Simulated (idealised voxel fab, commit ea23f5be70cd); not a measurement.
The document below concerns the process module designated voxel wiring stack.
Xsec cut, 180 nm wide, square cell size 5 nm.
Just so we're on the same page, the cross-sections are grids of square cells, and they're listed out in bands top to bottom, each band one or more rows deep. The band entry comprises the height of the band's top followed by the height of its bottom, expressed in nm, and subsequently the band's materials from left to right, each stated together with its width in nm. Where a single material is marked with the word "throughout", that material fills the band from edge to edge. The word "air" represents empty space. Below 0: as-received wafer, all one material; heights counted from there. Lowest band: no bottom, goes on down, written "from 0 down". A width given as "30..40" starts at the first number in the band's top row and ends at the second number in its bottom row, shifting by an equal amount at every step from row to row. Basically "nothing got changed" means that step didn't change any cell in the cross-section. Look at "Enclosed void list" for the closed voids: empty spaces with no open path to the top, sized 8 cells or up. Each is width x height at distance, distance from the left edge, all nm. after a step's settings: what the simulator itself notes on the step. "overlay nm" answers the question of how far to the right of plan the mask lay on a step that has a mask, and when it is negative the answer is to the left. Below you will find pairs of cross-sections. In each, one shows the wafer before one process step and the other after it, with the after view ending at the lowest band that changed. Under each pair is the step separating them, along with its settings. Do not assume the pairs form a chain: they can come from different runs of this module on the same starting wafer, and a pair continues from the pair above it only when its "Status quo ante" entry says so.

**Status quo ante**
* from 135 to 120 | 55 of SiO2 | 25 of air | 20 of SiO2 | 25 of air | 55 of SiO2
* from 120 to 110 | 55 of SiO2 | 15 of air | 110 of SiO2
* from 110 to 105 | 55 of SiCN | 15 of air | 110 of SiCN
* from 105 to 95 | 55 of lowk | 5 of TiN | 15 of Cu | 5 of TiN | 25 of lowk | 5 of TiN | 10 of Cu | 5 of TiN | 55 of lowk
* from 95 to 90 | 55 of lowk | 5 of TiN | 5 of Cu | 15 of TiN | 25 of lowk | 20 of TiN | 55 of lowk
* from 90 to 85 | 55 of lowk | 5 of TiN | 5 of Cu | 5 of TiN | 110 of lowk
* from 85 to 80 | 55 of lowk | 15 of TiN | 110 of lowk
* from 80 to 75 | 60 of SiCN | 10 of TiN | 110 of SiCN
* from 75 to 60 | 55 of lowk | 5 of TiN | 15 of Cu | 5 of TiN | 20 of lowk | 5 of TiN | 15 of Cu | 5 of TiN | 55 of lowk
* from 60 to 55 | 55 of lowk | 5 of TiN | 5 of Cu | 15 of TiN | 20 of lowk | 5 of TiN | 5 of Cu | 15 of TiN | 55 of lowk
* from 55 to 45 | 55 of lowk | 5 of TiN | 5 of Cu | 5 of TiN | 30 of lowk | 5 of TiN | 5 of Cu | 5 of TiN | 65 of lowk
* from 45 to 40 | 55 of SiCN | 15 of TiN | 30 of SiCN | 15 of TiN | 65 of SiCN
* from 40 to 15 | 50 of lowk | 5 of SiN | 25 of W | 5 of SiN | 10 of lowk | 5 of SiN | 25 of W | 5 of SiN | 50 of lowk
* from 15 to 10 | 55 of SiN | 25 of TiN | 20 of SiN | 25 of TiN | 55 of SiN
* from 10 to 0 | SiO2 throughout
* from 0 down | Si throughout
* Enclosed void list: none

**Result of Step**
* from 140 to 135 | 60 of TiN | 15 of air | 30 of TiN | 15 of air | 60 of TiN
* from 135 to 125 | 55 of SiO2 | 5 of TiN | 15 of air | 5 of TiN | 20 of SiO2 | 5 of TiN | 15 of air | 5 of TiN | 55 of SiO2
* from 125 to 120 | 55 of SiO2 | 5 of TiN | 5 of air | 15 of TiN | 20 of SiO2 | 25 of TiN | 55 of SiO2
* from 120 to 110 | 55 of SiO2 | 5 of TiN | 5 of air | 5 of TiN | 110 of SiO2
* from 110 to 105 | 55 of SiCN | 15 of TiN | 110 of SiCN
* At heights below 105, the structure remains unaltered.
* Enclosed void list: none
Processing between the before and after sections above: CONFORMAL_DEP,material TiN,thk nm 5

Status quo ante: The structure entering this step is exactly what the pair just above shows after its step.

**Result of Step**
* from 145 to 140 | Cu throughout
* from 140 to 135 | 60 of TiN | 15 of Cu | 30 of TiN | 15 of Cu | 60 of TiN
* from 135 to 125 | 55 of SiO2 | 5 of TiN | 15 of Cu | 5 of TiN | 20 of SiO2 | 5 of TiN | 15 of Cu | 5 of TiN | 55 of SiO2
* from 125 to 120 | 55 of SiO2 | 5 of TiN | 5 of Cu | 15 of TiN | 20 of SiO2 | 25 of TiN | 55 of SiO2
* from 120 to 110 | 55 of SiO2 | 5 of TiN | 5 of Cu | 5 of TiN | 110 of SiO2
* At heights below 110, the structure remains unaltered.
* Enclosed void list: none
Processing between the before and after sections above: FILL_DEP,material Cu,thk nm 5

Status quo ante: The structure entering this step is exactly what the pair just above shows after its step.

**Result of Step**
* from 135 to 125 | 55 of SiO2 | 5 of TiN | 15 of Cu | 5 of TiN | 20 of SiO2 | 5 of TiN | 15 of Cu | 5 of TiN | 55 of SiO2
* At heights below 125, the structure remains unaltered.
* Enclosed void list: none
Processing between the before and after sections above: CMP,height nm 135

Status quo ante: The structure entering this step is exactly what the pair just above shows after its step.

**Result of Step**
* from 140 to 135 | SiCN throughout
* At heights below 135, the structure remains unaltered.
* Enclosed void list: none
Processing between the before and after sections above: CONFORMAL_DEP,material SiCN,thk nm 5

**Status quo ante**
* from 150 to 135 | 55 of aC | 15 of air | 110 of aC
* from 135 to 125 | 55 of SiO2 | 15 of air | 110 of SiO2
* from 125 to 110 | 55 of SiO2 | 15 of aC | 110 of SiO2
* from 110 to 105 | SiCN throughout
* from 105 to 95 | 55 of lowk | 5 of TiN | 15 of Cu | 5 of TiN | 20 of lowk | 5 of TiN | 15 of Cu | 5 of TiN | 55 of lowk
* from 95 to 90 | 55 of lowk | 5 of TiN | 5 of Cu | 15 of TiN | 20 of lowk | 25 of TiN | 55 of lowk
* from 90 to 80 | 55 of lowk | 5 of TiN | 5 of Cu | 5 of TiN | 110 of lowk
* from 80 to 75 | 55 of SiCN | 15 of TiN | 110 of SiCN
* from 75 to 60 | 55 of lowk | 5 of TiN | 15 of Cu | 5 of TiN | 20 of lowk | 5 of TiN | 15 of Cu | 5 of TiN | 55 of lowk
* from 60 to 55 | 55 of lowk | 5 of TiN | 5 of Cu | 15 of TiN | 20 of lowk | 5 of TiN | 5 of Cu | 15 of TiN | 55 of lowk
* from 55 to 45 | 55 of lowk | 5 of TiN | 5 of Cu | 5 of TiN | 30 of lowk | 5 of TiN | 5 of Cu | 5 of TiN | 65 of lowk
* from 45 to 40 | 55 of SiCN | 15 of TiN | 30 of SiCN | 15 of TiN | 65 of SiCN
* from 40 to 15 | 50 of lowk | 5 of SiN | 25 of W | 5 of SiN | 10 of lowk | 5 of SiN | 25 of W | 5 of SiN | 50 of lowk
* from 15 to 10 | 55 of SiN | 25 of TiN | 20 of SiN | 25 of TiN | 55 of SiN
* from 10 to 0 | SiO2 throughout
* from 0 down | Si throughout
* Enclosed void list: none

**Result of Step**
* from 185 to 150 | 65 of resist | 25 of air | 20 of resist | 25 of air | 45 of resist
* from 150 to 135 | 55 of aC | 10 of resist | 5 of air | 110 of aC
* from 135 to 125 | 55 of SiO2 | 10 of resist | 5 of air | 110 of SiO2
* At heights below 125, the structure remains unaltered.
* Enclosed void list: none
Processing between the before and after sections above: PATTERN,tone open,mask id METAL_4,material resist,width nm 25,pitch nm 45,thk nm 35,overlay nm 10

Status quo ante: The structure entering this step is exactly what the pair just above shows after its step.

**Result of Step**
* from 170 to 150 | 65 of resist | 25 of air | 20 of resist | 25 of air | 45 of resist
* from 150 to 135 | 55 of aC | 10 of resist | 25 of air | 20 of aC | 25 of air | 45 of aC
* from 135 to 125 | 55 of SiO2 | 10 of resist | 5 of air | 110 of SiO2
* from 125 to 110 | 55 of SiO2 | 10 of aC | 5 of air | 110 of SiO2
* At heights below 110, the structure remains unaltered.
* Enclosed void list: none
Processing between the before and after sections above: DIRECTIONAL_ETCH,etch materials aC,depth nm 15

Status quo ante: The structure entering this step is exactly what the pair just above shows after its step.

**Result of Step**
* from 150 to 135 | 55 of aC | 35 of air | 20 of aC | 25 of air | 45 of aC
* from 135 to 125 | 55 of SiO2 | 15 of air | 110 of SiO2
* At heights below 125, the structure remains unaltered.
* Enclosed void list: none
Processing between the before and after sections above: STRIP,etch materials resist

Status quo ante: The structure entering this step is exactly what the pair just above shows after its step.

**Result of Step**
* from 150 to 135 | 55 of aC | 35 of air | 20 of aC | 25 of air | 45 of aC
* from 135 to 125 | 55 of SiO2 | 35 of air | 20 of SiO2 | 25 of air | 45 of SiO2
* from 125 to 120 | 55 of SiO2 | 10 of aC | 25 of air | 20 of SiO2 | 25 of air | 45 of SiO2
* At heights below 120, the structure remains unaltered.
* Enclosed void list: none
Processing between the before and after sections above: DIRECTIONAL_ETCH,etch materials SiO2,depth nm 15

Status quo ante: The structure entering this step is exactly what the pair just above shows after its step.

**Result of Step**
* from 150 to 135 | 55 of aC | 35 of air | 20 of aC | 25 of air | 45 of aC
* from 135 to 125 | 55 of SiO2 | 35 of air | 20 of SiO2 | 25 of air | 45 of SiO2
* from 125 to 120 | 55 of SiO2 | 10 of aC | 25 of air | 20 of SiO2 | 25 of air | 45 of SiO2
* from 120 to 110 | 55 of SiO2 | 10 of aC | 5 of air | 110 of SiO2
* from 110 to 105 | 65 of SiCN | 5 of air | 110 of SiCN
* At heights below 105, the structure remains unaltered.
* Enclosed void list: none
Processing between the before and after sections above: DIRECTIONAL_ETCH,etch materials SiCN,depth nm 5

Status quo ante: The structure entering this step is exactly what the pair just above shows after its step.

**Result of Step**
* from 135 to 120 | 55 of SiO2 | 35 of air | 20 of SiO2 | 25 of air | 45 of SiO2
* from 120 to 110 | 55 of SiO2 | 15 of air | 110 of SiO2
* At heights below 110, the structure remains unaltered.
* Enclosed void list: none
Processing between the before and after sections above: STRIP,etch materials aC

Status quo ante: The structure entering this step is exactly what the pair just above shows after its step.

**Result of Step**
* from 140 to 135 | 60 of TiN | 25 of air | 30 of TiN | 15 of air | 50 of TiN
* from 135 to 125 | 55 of SiO2 | 5 of TiN | 25 of air | 5 of TiN | 20 of SiO2 | 5 of TiN | 15 of air | 5 of TiN | 45 of SiO2
* from 125 to 120 | 55 of SiO2 | 5 of TiN | 5 of air | 25 of TiN | 20 of SiO2 | 25 of TiN | 45 of SiO2
* from 120 to 115 | 55 of SiO2 | 5 of TiN | 5 of air | 5 of TiN | 110 of SiO2
* from 115 to 110 | 55 of SiO2 | 15 of TiN | 110 of SiO2
* from 110 to 105 | 65 of SiCN | 5 of TiN | 110 of SiCN
* At heights below 105, the structure remains unaltered.
* Enclosed void list: none
Processing between the before and after sections above: CONFORMAL_DEP,material TiN,thk nm 5

Status quo ante: The structure entering this step is exactly what the pair just above shows after its step.

**Result of Step**
* from 145 to 140 | Cu throughout
* from 140 to 135 | 60 of TiN | 25 of Cu | 30 of TiN | 15 of Cu | 50 of TiN
* from 135 to 125 | 55 of SiO2 | 5 of TiN | 25 of Cu | 5 of TiN | 20 of SiO2 | 5 of TiN | 15 of Cu | 5 of TiN | 45 of SiO2
* from 125 to 120 | 55 of SiO2 | 5 of TiN | 5 of Cu | 25 of TiN | 20 of SiO2 | 25 of TiN | 45 of SiO2
* from 120 to 115 | 55 of SiO2 | 5 of TiN | 5 of Cu | 5 of TiN | 110 of SiO2
* At heights below 115, the structure remains unaltered.
* Enclosed void list: none
Processing between the before and after sections above: FILL_DEP,material Cu,thk nm 5

Status quo ante: The structure entering this step is exactly what the pair just above shows after its step.

**Result of Step**
* from 135 to 125 | 55 of SiO2 | 5 of TiN | 25 of Cu | 5 of TiN | 20 of SiO2 | 5 of TiN | 15 of Cu | 5 of TiN | 45 of SiO2
* At heights below 125, the structure remains unaltered.
* Enclosed void list: none
Processing between the before and after sections above: CMP,height nm 135

Status quo ante: The structure entering this step is exactly what the pair just above shows after its step.

**Result of Step**
* from 140 to 135 | SiCN throughout
* At heights below 135, the structure remains unaltered.
* Enclosed void list: none
Processing between the before and after sections above: CONFORMAL_DEP,material SiCN,thk nm 5

**Status quo ante**
* from 45 to 40 | 50 of air | 35 of SiN | 10 of air | 35 of SiN | 50 of air
* from 40 to 15 | 50 of air | 5 of SiN | 25 of W | 5 of SiN | 10 of air | 5 of SiN | 25 of W | 5 of SiN | 50 of air
* from 15 to 10 | 55 of SiN | 25 of TiN | 20 of SiN | 25 of TiN | 55 of SiN
* from 10 to 0 | SiO2 throughout
* from 0 down | Si throughout
* Enclosed void list: none

**Result of Step**
* from 55 to 45 | Cu throughout
* from 45 to 40 | 50 of Cu | 35 of SiN | 10 of Cu | 35 of SiN | 50 of Cu
* from 40 to 15 | 50 of Cu | 5 of SiN | 25 of W | 5 of SiN | 10 of Cu | 5 of SiN | 25 of W | 5 of SiN | 50 of Cu
* At heights below 15, the structure remains unaltered.
* Enclosed void list: none
Processing between the before and after sections above: FILL_DEP,material Cu,thk nm 10

Status quo ante: The structure entering this step is exactly what the pair just above shows after its step.

**Result of Step**
* from 40 to 15 | 50 of Cu | 5 of SiN | 25 of W | 5 of SiN | 10 of Cu | 5 of SiN | 25 of W | 5 of SiN | 50 of Cu
* At heights below 15, the structure remains unaltered.
* Enclosed void list: none
Processing between the before and after sections above: CMP,height nm 40

Status quo ante: The structure entering this step is exactly what the pair just above shows after its step.

**Result of Step**
* from 45 to 40 | SiCN throughout
* At heights below 40, the structure remains unaltered.
* Enclosed void list: none
Processing between the before and after sections above: CONFORMAL_DEP,material SiCN,thk nm 5

Status quo ante: The structure entering this step is exactly what the pair just above shows after its step.

**Result of Step**
* from 75 to 45 | lowk throughout
* At heights below 45, the structure remains unaltered.
* Enclosed void list: none
Processing between the before and after sections above: DIRECTIONAL_DEP,material lowk,thk nm 30

Status quo ante: The structure entering this step is exactly what the pair just above shows after its step.

**Result of Step**
* from 90 to 75 | aC throughout
* At heights below 75, the structure remains unaltered.
* Enclosed void list: none
Processing between the before and after sections above: DIRECTIONAL_DEP,material aC,thk nm 15

Status quo ante: The structure entering this step is exactly what the pair just above shows after its step.

**Result of Step**
* from 125 to 90 | 55 of resist | 15 of air | 30 of resist | 15 of air | 65 of resist
* At heights below 90, the structure remains unaltered.
* Enclosed void list: none
Processing between the before and after sections above: PATTERN,tone open,mask id METAL_2_HOLES,material resist,width nm 15,pitch nm 45,thk nm 35,overlay nm 0

Status quo ante: The structure entering this step is exactly what the pair just above shows after its step.

**Result of Step**
* from 110 to 90 | 55 of resist | 15 of air | 30 of resist | 15 of air | 65 of resist
* from 90 to 75 | 55 of aC | 15 of air | 30 of aC | 15 of air | 65 of aC
* At heights below 75, the structure remains unaltered.
* Enclosed void list: none
Processing between the before and after sections above: DIRECTIONAL_ETCH,etch materials aC,depth nm 15

Status quo ante: The structure entering this step is exactly what the pair just above shows after its step.

**Result of Step**
* from 90 to 75 | 55 of aC | 15 of air | 30 of aC | 15 of air | 65 of aC
* At heights below 75, the structure remains unaltered.
* Enclosed void list: none
Processing between the before and after sections above: STRIP,etch materials resist

Status quo ante: The structure entering this step is exactly what the pair just above shows after its step.

**Result of Step**
* from 90 to 75 | 55 of aC | 15 of air | 30 of aC | 15 of air | 65 of aC
* from 75 to 45 | 55 of lowk | 15 of air | 30 of lowk | 15 of air | 65 of lowk
* At heights below 45, the structure remains unaltered.
* Enclosed void list: none
Processing between the before and after sections above: DIRECTIONAL_ETCH,etch materials lowk,depth nm 30

Status quo ante: The structure entering this step is exactly what the pair just above shows after its step.

**Result of Step**
* from 75 to 45 | 55 of lowk | 15 of air | 30 of lowk | 15 of air | 65 of lowk
* At heights below 45, the structure remains unaltered.
* Enclosed void list: none
Processing between the before and after sections above: STRIP,etch materials aC

Status quo ante: The structure entering this step is exactly what the pair just above shows after its step.

**Result of Step**
* from 90 to 75 | 55 of aC | 15 of air | 30 of aC | 15 of air | 65 of aC
* from 75 to 60 | 55 of lowk | 15 of air | 30 of lowk | 15 of air | 65 of lowk
* from 60 to 45 | 55 of lowk | 15 of aC | 30 of lowk | 15 of aC | 65 of lowk
* At heights below 45, the structure remains unaltered.
* Enclosed void list: none
Processing between the before and after sections above: DIRECTIONAL_DEP,material aC,thk nm 15

Status quo ante: The structure entering this step is exactly what the pair just above shows after its step.

**Result of Step**
* from 120 to 90 | 55 of resist | 25 of air | 20 of resist | 25 of air | 55 of resist
* At heights below 90, the structure remains unaltered.
* Enclosed void list: none
Processing between the before and after sections above: PATTERN,tone open,mask id METAL_2,material resist,width nm 25,pitch nm 45,thk nm 30,overlay nm 0

Status quo ante: The structure entering this step is exactly what the pair just above shows after its step.

**Result of Step**
* from 105 to 90 | 55 of resist | 25 of air | 20 of resist | 25 of air | 55 of resist
* from 90 to 75 | 55 of aC | 25 of air | 20 of aC | 25 of air | 55 of aC
* from 75 to 45 | 55 of lowk | 15 of air | 30 of lowk | 15 of air | 65 of lowk
* At heights below 45, the structure remains unaltered.
* Enclosed void list: none
Processing between the before and after sections above: DIRECTIONAL_ETCH,etch materials aC,depth nm 15

Status quo ante: The structure entering this step is exactly what the pair just above shows after its step.

**Result of Step**
* from 90 to 75 | 55 of aC | 25 of air | 20 of aC | 25 of air | 55 of aC
* At heights below 75, the structure remains unaltered.
* Enclosed void list: none
Processing between the before and after sections above: STRIP,etch materials resist

Status quo ante: The structure entering this step is exactly what the pair just above shows after its step.

**Result of Step**
* from 90 to 75 | 55 of aC | 25 of air | 20 of aC | 25 of air | 55 of aC
* from 75 to 55 | 55 of lowk | 25 of air | 20 of lowk | 25 of air | 55 of lowk
* At heights below 55, the structure remains unaltered.
* Enclosed void list: none
Processing between the before and after sections above: DIRECTIONAL_ETCH,etch materials lowk,depth nm 20

Status quo ante: The structure entering this step is exactly what the pair just above shows after its step.

**Result of Step**
* from 90 to 75 | 55 of aC | 25 of air | 20 of aC | 25 of air | 55 of aC
* from 75 to 55 | 55 of lowk | 25 of air | 20 of lowk | 25 of air | 55 of lowk
* from 55 to 45 | 55 of lowk | 15 of air | 30 of lowk | 15 of air | 65 of lowk
* from 45 to 40 | 55 of SiCN | 15 of air | 30 of SiCN | 15 of air | 65 of SiCN
* At heights below 40, the structure remains unaltered.
* Enclosed void list: none
Processing between the before and after sections above: DIRECTIONAL_ETCH,etch materials SiCN,depth nm 5

Status quo ante: The structure entering this step is exactly what the pair just above shows after its step.

**Result of Step**
* from 75 to 55 | 55 of lowk | 25 of air | 20 of lowk | 25 of air | 55 of lowk
* At heights below 55, the structure remains unaltered.
* Enclosed void list: none
Processing between the before and after sections above: STRIP,etch materials aC

Status quo ante: The structure entering this step is exactly what the pair just above shows after its step.

**Result of Step**
* from 80 to 75 | 60 of TiN | 15 of air | 30 of TiN | 15 of air | 60 of TiN
* from 75 to 60 | 55 of lowk | 5 of TiN | 15 of air | 5 of TiN | 20 of lowk | 5 of TiN | 15 of air | 5 of TiN | 55 of lowk
* from 60 to 55 | 55 of lowk | 5 of TiN | 5 of air | 15 of TiN | 20 of lowk | 5 of TiN | 5 of air | 15 of TiN | 55 of lowk
* from 55 to 45 | 55 of lowk | 5 of TiN | 5 of air | 5 of TiN | 30 of lowk | 5 of TiN | 5 of air | 5 of TiN | 65 of lowk
* from 45 to 40 | 55 of SiCN | 15 of TiN | 30 of SiCN | 15 of TiN | 65 of SiCN
* At heights below 40, the structure remains unaltered.
* Enclosed void list: none
Processing between the before and after sections above: CONFORMAL_DEP,material TiN,thk nm 5

Status quo ante: The structure entering this step is exactly what the pair just above shows after its step.

**Result of Step**
* from 85 to 80 | Cu throughout
* from 80 to 75 | 60 of TiN | 15 of Cu | 30 of TiN | 15 of Cu | 60 of TiN
* from 75 to 60 | 55 of lowk | 5 of TiN | 15 of Cu | 5 of TiN | 20 of lowk | 5 of TiN | 15 of Cu | 5 of TiN | 55 of lowk
* from 60 to 55 | 55 of lowk | 5 of TiN | 5 of Cu | 15 of TiN | 20 of lowk | 5 of TiN | 5 of Cu | 15 of TiN | 55 of lowk
* from 55 to 45 | 55 of lowk | 5 of TiN | 5 of Cu | 5 of TiN | 30 of lowk | 5 of TiN | 5 of Cu | 5 of TiN | 65 of lowk
* At heights below 45, the structure remains unaltered.
* Enclosed void list: none
Processing between the before and after sections above: FILL_DEP,material Cu,thk nm 5

Status quo ante: The structure entering this step is exactly what the pair just above shows after its step.

**Result of Step**
* from 75 to 60 | 55 of lowk | 5 of TiN | 15 of Cu | 5 of TiN | 20 of lowk | 5 of TiN | 15 of Cu | 5 of TiN | 55 of lowk
* At heights below 60, the structure remains unaltered.
* Enclosed void list: none
Processing between the before and after sections above: CMP,height nm 75

Status quo ante: The structure entering this step is exactly what the pair just above shows after its step.

**Result of Step**
* from 80 to 75 | SiCN throughout
* At heights below 75, the structure remains unaltered.
* Enclosed void list: none
Processing between the before and after sections above: CONFORMAL_DEP,material SiCN,thk nm 5

Status quo ante: The structure entering this step is exactly what the pair just above shows after its step.

**Result of Step**
* from 105 to 80 | lowk throughout
* At heights below 80, the structure remains unaltered.
* Enclosed void list: none
Processing between the before and after sections above: DIRECTIONAL_DEP,material lowk,thk nm 25

Status quo ante: The structure entering this step is exactly what the pair just above shows after its step.

**Result of Step**
* from 115 to 105 | aC throughout
* At heights below 105, the structure remains unaltered.
* Enclosed void list: none
Processing between the before and after sections above: DIRECTIONAL_DEP,material aC,thk nm 10

Status quo ante: The structure entering this step is exactly what the pair just above shows after its step.

**Result of Step**
* from 140 to 115 | 55 of resist | 15 of air | 110 of resist
* At heights below 115, the structure remains unaltered.
* Enclosed void list: none
Processing between the before and after sections above: PATTERN,tone open,mask id METAL_3_HOLES,material resist,width nm 15,thk nm 25,overlay nm 0

Status quo ante: The structure entering this step is exactly what the pair just above shows after its step.

**Result of Step**
* from 130 to 115 | 55 of resist | 15 of air | 110 of resist
* from 115 to 105 | 55 of aC | 15 of air | 110 of aC
* At heights below 105, the structure remains unaltered.
* Enclosed void list: none
Processing between the before and after sections above: DIRECTIONAL_ETCH,etch materials aC,depth nm 10

Status quo ante: The structure entering this step is exactly what the pair just above shows after its step.

**Result of Step**
* from 115 to 105 | 55 of aC | 15 of air | 110 of aC
* At heights below 105, the structure remains unaltered.
* Enclosed void list: none
Processing between the before and after sections above: STRIP,etch materials resist

Status quo ante: The structure entering this step is exactly what the pair just above shows after its step.

**Result of Step**
* from 115 to 105 | 55 of aC | 15 of air | 110 of aC
* from 105 to 80 | 55 of lowk | 15 of air | 110 of lowk
* At heights below 80, the structure remains unaltered.
* Enclosed void list: none
Processing between the before and after sections above: DIRECTIONAL_ETCH,etch materials lowk,depth nm 25

Status quo ante: The structure entering this step is exactly what the pair just above shows after its step.

**Result of Step**
* from 105 to 80 | 55 of lowk | 15 of air | 110 of lowk
* At heights below 80, the structure remains unaltered.
* Enclosed void list: none
Processing between the before and after sections above: STRIP,etch materials aC

Status quo ante: The structure entering this step is exactly what the pair just above shows after its step.

**Result of Step**
* from 125 to 105 | 55 of resist | 25 of air | 20 of resist | 25 of air | 55 of resist
* At heights below 105, the structure remains unaltered.
* Enclosed void list: none
Processing between the before and after sections above: PATTERN,tone open,mask id METAL_3,material resist,width nm 25,pitch nm 45,thk nm 20,overlay nm 0

Status quo ante: The structure entering this step is exactly what the pair just above shows after its step.

**Result of Step**
* from 125 to 105 | 55 of resist | 25 of air | 20 of resist | 25 of air | 55 of resist
* from 105 to 90 | 55 of lowk | 25 of air | 20 of lowk | 25 of air | 55 of lowk
* At heights below 90, the structure remains unaltered.
* Enclosed void list: none
Processing between the before and after sections above: DIRECTIONAL_ETCH,etch materials lowk,depth nm 15

Status quo ante: The structure entering this step is exactly what the pair just above shows after its step.

**Result of Step**
* from 125 to 105 | 55 of resist | 25 of air | 20 of resist | 25 of air | 55 of resist
* from 105 to 90 | 55 of lowk | 25 of air | 20 of lowk | 25 of air | 55 of lowk
* from 90 to 80 | 55 of lowk | 15 of air | 110 of lowk
* from 80 to 75 | 55 of SiCN | 15 of air | 110 of SiCN
* At heights below 75, the structure remains unaltered.
* Enclosed void list: none
Processing between the before and after sections above: DIRECTIONAL_ETCH,etch materials SiCN,depth nm 5

Status quo ante: The structure entering this step is exactly what the pair just above shows after its step.

**Result of Step**
* from 105 to 90 | 55 of lowk | 25 of air | 20 of lowk | 25 of air | 55 of lowk
* At heights below 90, the structure remains unaltered.
* Enclosed void list: none
Processing between the before and after sections above: STRIP,etch materials resist

Status quo ante: The structure entering this step is exactly what the pair just above shows after its step.

**Result of Step**
* from 110 to 105 | 60 of TiN | 15 of air | 30 of TiN | 15 of air | 60 of TiN
* from 105 to 95 | 55 of lowk | 5 of TiN | 15 of air | 5 of TiN | 20 of lowk | 5 of TiN | 15 of air | 5 of TiN | 55 of lowk
* from 95 to 90 | 55 of lowk | 5 of TiN | 5 of air | 15 of TiN | 20 of lowk | 25 of TiN | 55 of lowk
* from 90 to 80 | 55 of lowk | 5 of TiN | 5 of air | 5 of TiN | 110 of lowk
* from 80 to 75 | 55 of SiCN | 15 of TiN | 110 of SiCN
* At heights below 75, the structure remains unaltered.
* Enclosed void list: none
Processing between the before and after sections above: CONFORMAL_DEP,material TiN,thk nm 5

Status quo ante: The structure entering this step is exactly what the pair just above shows after its step.

**Result of Step**
* from 120 to 110 | Cu throughout
* from 110 to 105 | 60 of TiN | 15 of Cu | 30 of TiN | 15 of Cu | 60 of TiN
* from 105 to 95 | 55 of lowk | 5 of TiN | 15 of Cu | 5 of TiN | 20 of lowk | 5 of TiN | 15 of Cu | 5 of TiN | 55 of lowk
* from 95 to 90 | 55 of lowk | 5 of TiN | 5 of Cu | 15 of TiN | 20 of lowk | 25 of TiN | 55 of lowk
* from 90 to 80 | 55 of lowk | 5 of TiN | 5 of Cu | 5 of TiN | 110 of lowk
* At heights below 80, the structure remains unaltered.
* Enclosed void list: none
Processing between the before and after sections above: FILL_DEP,material Cu,thk nm 10

Status quo ante: The structure entering this step is exactly what the pair just above shows after its step.

**Result of Step**
* from 105 to 95 | 55 of lowk | 5 of TiN | 15 of Cu | 5 of TiN | 20 of lowk | 5 of TiN | 15 of Cu | 5 of TiN | 55 of lowk
* At heights below 95, the structure remains unaltered.
* Enclosed void list: none
Processing between the before and after sections above: CMP,height nm 105

Status quo ante: The structure entering this step is exactly what the pair just above shows after its step.

**Result of Step**
* from 110 to 105 | SiCN throughout
* At heights below 105, the structure remains unaltered.
* Enclosed void list: none
Processing between the before and after sections above: CONFORMAL_DEP,material SiCN,thk nm 5

Status quo ante: The structure entering this step is exactly what the pair just above shows after its step.

**Result of Step**
* from 135 to 110 | SiO2 throughout
* At heights below 110, the structure remains unaltered.
* Enclosed void list: none
Processing between the before and after sections above: DIRECTIONAL_DEP,material SiO2,thk nm 25

Status quo ante: The structure entering this step is exactly what the pair just above shows after its step.

**Result of Step**
* from 135 to 110 | 55 of SiO2 | 15 of air | 110 of SiO2
* At heights below 110, the structure remains unaltered.
* Enclosed void list: none
Processing between the before and after sections above: MASKED_ETCH,tone open,mask id METAL_4_HOLES,width nm 15,etch materials SiO2,depth nm 25,overlay nm 0

Status quo ante: The structure entering this step is exactly what the pair just above shows after its step.

**Result of Step**
* from 150 to 135 | 55 of aC | 15 of air | 110 of aC
* from 135 to 125 | 55 of SiO2 | 15 of air | 110 of SiO2
* from 125 to 110 | 55 of SiO2 | 15 of aC | 110 of SiO2
* At heights below 110, the structure remains unaltered.
* Enclosed void list: none
Processing between the before and after sections above: DIRECTIONAL_DEP,material aC,thk nm 15

Status quo ante: The structure entering this step is exactly what the pair just above shows after its step.

**Result of Step**
* from 185 to 150 | 55 of resist | 25 of air | 20 of resist | 25 of air | 55 of resist
* At heights below 150, the structure remains unaltered.
* Enclosed void list: none
Processing between the before and after sections above: PATTERN,tone open,mask id METAL_4,material resist,width nm 25,pitch nm 45,thk nm 35,overlay nm 0

Status quo ante: The structure entering this step is exactly what the pair just above shows after its step.

**Result of Step**
* from 170 to 150 | 55 of resist | 25 of air | 20 of resist | 25 of air | 55 of resist
* from 150 to 135 | 55 of aC | 25 of air | 20 of aC | 25 of air | 55 of aC
* from 135 to 110 | 55 of SiO2 | 15 of air | 110 of SiO2
* At heights below 110, the structure remains unaltered.
* Enclosed void list: none
Processing between the before and after sections above: DIRECTIONAL_ETCH,etch materials aC,depth nm 15

Status quo ante: The structure entering this step is exactly what the pair just above shows after its step.

**Result of Step**
* from 150 to 135 | 55 of aC | 25 of air | 20 of aC | 25 of air | 55 of aC
* At heights below 135, the structure remains unaltered.
* Enclosed void list: none
Processing between the before and after sections above: STRIP,etch materials resist

Status quo ante: The structure entering this step is exactly what the pair just above shows after its step.

**Result of Step**
* from 150 to 135 | 55 of aC | 25 of air | 20 of aC | 25 of air | 55 of aC
* from 135 to 120 | 55 of SiO2 | 25 of air | 20 of SiO2 | 25 of air | 55 of SiO2
* At heights below 120, the structure remains unaltered.
* Enclosed void list: none
Processing between the before and after sections above: DIRECTIONAL_ETCH,etch materials SiO2,depth nm 15

Status quo ante: The structure entering this step is exactly what the pair just above shows after its step.

**Result of Step**
* from 150 to 135 | 55 of aC | 25 of air | 20 of aC | 25 of air | 55 of aC
* from 135 to 120 | 55 of SiO2 | 25 of air | 20 of SiO2 | 25 of air | 55 of SiO2
* from 120 to 110 | 55 of SiO2 | 15 of air | 110 of SiO2
* from 110 to 105 | 55 of SiCN | 15 of air | 110 of SiCN
* At heights below 105, the structure remains unaltered.
* Enclosed void list: none
Processing between the before and after sections above: DIRECTIONAL_ETCH,etch materials SiCN,depth nm 5

Status quo ante: The structure entering this step is exactly what the pair just above shows after its step.

**Result of Step**
* from 135 to 120 | 55 of SiO2 | 25 of air | 20 of SiO2 | 25 of air | 55 of SiO2
* At heights below 120, the structure remains unaltered.
* Enclosed void list: none
Processing between the before and after sections above: STRIP,etch materials aC

Status quo ante: The structure entering this step is exactly what the pair just above shows after its step.

**Result of Step**
* from 140 to 135 | 60 of TiN | 15 of air | 30 of TiN | 15 of air | 60 of TiN
* from 135 to 125 | 55 of SiO2 | 5 of TiN | 15 of air | 5 of TiN | 20 of SiO2 | 5 of TiN | 15 of air | 5 of TiN | 55 of SiO2
* from 125 to 120 | 55 of SiO2 | 5 of TiN | 5 of air | 15 of TiN | 20 of SiO2 | 25 of TiN | 55 of SiO2
* from 120 to 110 | 55 of SiO2 | 5 of TiN | 5 of air | 5 of TiN | 110 of SiO2
* from 110 to 105 | 55 of SiCN | 15 of TiN | 110 of SiCN
* At heights below 105, the structure remains unaltered.
* Enclosed void list: none
Processing between the before and after sections above: CONFORMAL_DEP,material TiN,thk nm 5
